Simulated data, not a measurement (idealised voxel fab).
Process module name: voxel transistor to metal
Cross-section cut: width 180 nm, square cells of 5 nm.
Think of the cross-section as a grid of square cells. We describe it in bands, top to bottom, and each band covers one or more rows of those cells.
Each band's line starts with the height of the band's top and of its bottom, in nm. Then come its materials from left to right, each with its width in nm. One material with "all across" fills the band from edge to edge. "air" is empty space.
Basically, 0 is our baseline, since under it the wafer straight out of the box is all one material. The bottom band has no lower end and keeps on going down, so it looks like "0 down".
With a width like "30->40", each row of cells in the band differs from the next by the same amount, the top row carrying the first number and the bottom row the second.
"changes: none" after a step means that no cell of the cross-section changed.
"Completely sealed voids": empty spaces of 8 cells or more with no open way to the top, each given as width x height at distance, distance from the left edge, all in nm.
That trailing text on a step's line, after the settings, is the simulator's own remark on the step.
overlay nm: how far to the right of its planned place the mask lay on this masked step (negative: to the left).
PLAN
1: RECEIVE (material Si)
2: OXIDIZE (depth nm 5)
3: CONFORMAL_DEP (material SiN; thk nm 15)
4: PATTERN (tone cover; mask id ACTIVE; material resist; width nm 115; thk nm 15; overlay nm 0)
5: DIRECTIONAL_ETCH (etch materials SiN; depth nm 15)
6: DIRECTIONAL_ETCH (etch materials SiO2; depth nm 5)
7: DIRECTIONAL_ETCH (etch materials Si; depth nm 25)
8: STRIP (etch materials resist)
9: OXIDIZE (depth nm 5)
10: FILL_DEP (material SiO2; thk nm 15)
11: CMP (height nm 15)
12: SELECTIVE_ETCH (etch materials SiO2; depth nm 10)
13: STRIP (etch materials SiN)
14: SELECTIVE_ETCH (etch materials SiO2; depth nm 5)
15: OXIDIZE (depth nm 5)
16: DIRECTIONAL_DEP (material polySi; thk nm 30)
17: DIRECTIONAL_DEP (material SiCN; thk nm 10)
18: PATTERN (tone cover; mask id GATE; material resist; width nm 25; thk nm 15; overlay nm 0)
19: DIRECTIONAL_ETCH (etch materials SiCN; depth nm 20)
20: DIRECTIONAL_ETCH (etch materials polySi; depth nm 40)
21: STRIP (etch materials resist)
22: CONFORMAL_DEP (material SiN; thk nm 5)
23: DIRECTIONAL_ETCH (etch materials SiN; depth nm 5)
24: DIRECTIONAL_ETCH (etch materials SiO2; depth nm 5)
25: DIRECTIONAL_ETCH (etch materials Si; depth nm 5)
26: EPI (material nSi; thk nm 10)
27: FILL_DEP (material SiO2; thk nm 10)
28: CMP (height nm 25)
29: STRIP (etch materials polySi)
30: SELECTIVE_ETCH (etch materials SiO2; depth nm 5)
31: CONFORMAL_DEP (material HfO2; thk nm 5)
32: CONFORMAL_DEP (material TiN; thk nm 5)
33: FILL_DEP (material W; thk nm 5)
34: CMP (height nm 20)
35: DIRECTIONAL_DEP (material SiO2; thk nm 15)
36: DIRECTIONAL_DEP (material aC; thk nm 15)
37: PATTERN (tone open; mask id CONTACT; material resist; width nm 20; pitch nm 85; thk nm 30; overlay nm 0)
38: DIRECTIONAL_ETCH (etch materials aC; depth nm 15)
39: STRIP (etch materials resist)
40: DIRECTIONAL_ETCH (etch materials SiO2; depth nm 45)
41: STRIP (etch materials aC)
42: CONFORMAL_DEP (material TiN; thk nm 5)
43: FILL_DEP (material Ru; thk nm 5)
44: CMP (height nm 35)
45: CONFORMAL_DEP (material SiCN; thk nm 5)
46: DIRECTIONAL_DEP (material lowk; thk nm 20)
47: DIRECTIONAL_DEP (material aC; thk nm 15)
48: PATTERN (tone open; mask id METAL_1; material resist; width nm 20; pitch nm 85; thk nm 35; overlay nm 0)
49: DIRECTIONAL_ETCH (etch materials aC; depth nm 15)
50: STRIP (etch materials resist)
51: DIRECTIONAL_ETCH (etch materials lowk; depth nm 20)
52: DIRECTIONAL_ETCH (etch materials SiCN; depth nm 5)
53: STRIP (etch materials aC)
54: CONFORMAL_DEP (material TiN; thk nm 5)
55: FILL_DEP (material Ru; thk nm 10)
56: CMP (height nm 60)
57: CONFORMAL_DEP (material SiCN; thk nm 5)
58: DIRECTIONAL_DEP (material SiO2; thk nm 30)
59: MASKED_ETCH (tone open; mask id METAL_2_HOLES; width nm 15; pitch nm 85; etch materials SiO2; depth nm 30; overlay nm 0)
60: DIRECTIONAL_DEP (material aC; thk nm 10)
61: PATTERN (tone open; mask id METAL_2; material resist; width nm 20; pitch nm 85; thk nm 30; overlay nm 0)
62: DIRECTIONAL_ETCH (etch materials aC; depth nm 10)
63: STRIP (etch materials resist)
64: DIRECTIONAL_ETCH (etch materials SiO2; depth nm 15)
65: DIRECTIONAL_ETCH (etch materials SiCN; depth nm 5)
66: STRIP (etch materials aC)
67: CONFORMAL_DEP (material TiN; thk nm 5)
68: FILL_DEP (material Cu; thk nm 10)
69: CMP (height nm 95)
70: CONFORMAL_DEP (material SiCN; thk nm 5)
Across this set of wafers, the varied parameter is the depth nm of step 25. Starting conditions are identical for every wafer, and the plan reports the value assigned to the first wafer.
FIRST WAFER AS RECEIVED, AFTER STEP 1
	0 down | Si all across
	Completely sealed voids: none
SO IN THIS TABLE EVERY WAFER GETS ITS OWN ROW, AND WHAT YOU SEE IS WHERE IT STANDS AT THE END OF THE MODULE: FOR EACH MATERIAL, HOW MANY CELLS IT PICKED UP (+) OR GAVE UP (-) SINCE WE RECEIVED IT, AND AFTER THAT ITS CLOSED VOIDS
depth nm 5, +16 Cu, +17 HfO2, +44 Ru, -161 Si, +94 SiCN, +12 SiN, +445 SiO2, +103 TiN, +4 W, +112 lowk, +34 nSi, Completely sealed voids: none
depth nm 10, +16 Cu, +17 HfO2, +48 Ru, -175 Si, +94 SiCN, +12 SiN, +449 SiO2, +107 TiN, +4 W, +112 lowk, +36 nSi, Completely sealed voids: none
depth nm 15, +16 Cu, +17 HfO2, +48 Ru, -189 Si, +94 SiCN, +12 SiN, +459 SiO2, +107 TiN, +4 W, +112 lowk, +40 nSi, Completely sealed voids: none
depth nm 20, +16 Cu, +17 HfO2, +48 Ru, -203 Si, +94 SiCN, +12 SiN, +469 SiO2, +107 TiN, +4 W, +112 lowk, +44 nSi, Completely sealed voids: none
depth nm 25, +16 Cu, +17 HfO2, +48 Ru, -217 Si, +94 SiCN, +12 SiN, +479 SiO2, +107 TiN, +4 W, +112 lowk, +48 nSi, Completely sealed voids: none
